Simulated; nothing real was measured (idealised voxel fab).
Title: Process Module voxel released beams
Shown is cross-section cut, with a width of 205 nm and square cells of size 5 nm.
In this document a cross-section is written as a grid of square cells. It is given as a series of bands, listed from the top down, and a band is one or more rows of cells.
Top, bottom (nm), then materials left to right with widths (nm); lone material tagged "all across" fills the whole band edge to edge; "air" = empty space.
Heights are reckoned from 0. Under this level, the received wafer is all of one material. The bottommost band is open-ended downward, for example "0 down".
A two-number width, for instance "30->40", indicates that the width is equal to the first number in the top row of the band and to the second number in the bottom row, and that it changes by a constant amount per row of cells.
No cell of the cross-section changed in a step that is given as "same as before".
"Enclosed empty spaces" means: voids of 8 cells or more that are shut off from the top with no open way through. Written width x height at distance, distance from the left edge, in nm.
Post-settings text on a step line: simulator's own remark regarding the step.
If you see "overlay nm" on a step's line and that step has a mask, it's telling you how far right of where it was planned the mask ended up; a negative number means it went left instead.
Steps in the process plan:
- 1: RECEIVE,material Si
- 2: CONFORMAL_DEP,material SiN,thk nm 10
- 3: DIRECTIONAL_DEP,material SiO2,thk nm 15
- 4: DIRECTIONAL_DEP,material aC,thk nm 10
- 5: PATTERN,tone open,mask id ANCHOR,material resist,width nm 35,thk nm 25,overlay nm 0
- 6: DIRECTIONAL_ETCH,etch materials aC,depth nm 10
- 7: STRIP,etch materials resist
- 8: DIRECTIONAL_ETCH,etch materials SiO2,depth nm 15
- 9: STRIP,etch materials aC
- 10: CONFORMAL_DEP,material TiN,thk nm 15
- 11: MASKED_ETCH,tone cover,mask id BEAM,width nm 80,etch materials TiN,depth nm 15,overlay nm 0
- 12: STRIP,etch materials SiO2
Shown in cross-section is the wafer as received, that is, as it stands after step 1:
	0 down | Si all across
	Enclosed empty spaces: none
The plan above was carried out on the starting structure above with one mistake, and this cross-section shows the wafer at the end of the module:
	55 to 40 | 60 nm air; 80 nm TiN; 65 nm air
	40 to 25 | TiN all across
	25 to 10 | 65 nm SiO2; 35 nm TiN; 105 nm SiO2
	10 to 0 | SiN all across
	0 down | Si all across
	Enclosed empty spaces: none
what went wrong: twice over, step 10 of the plan was run
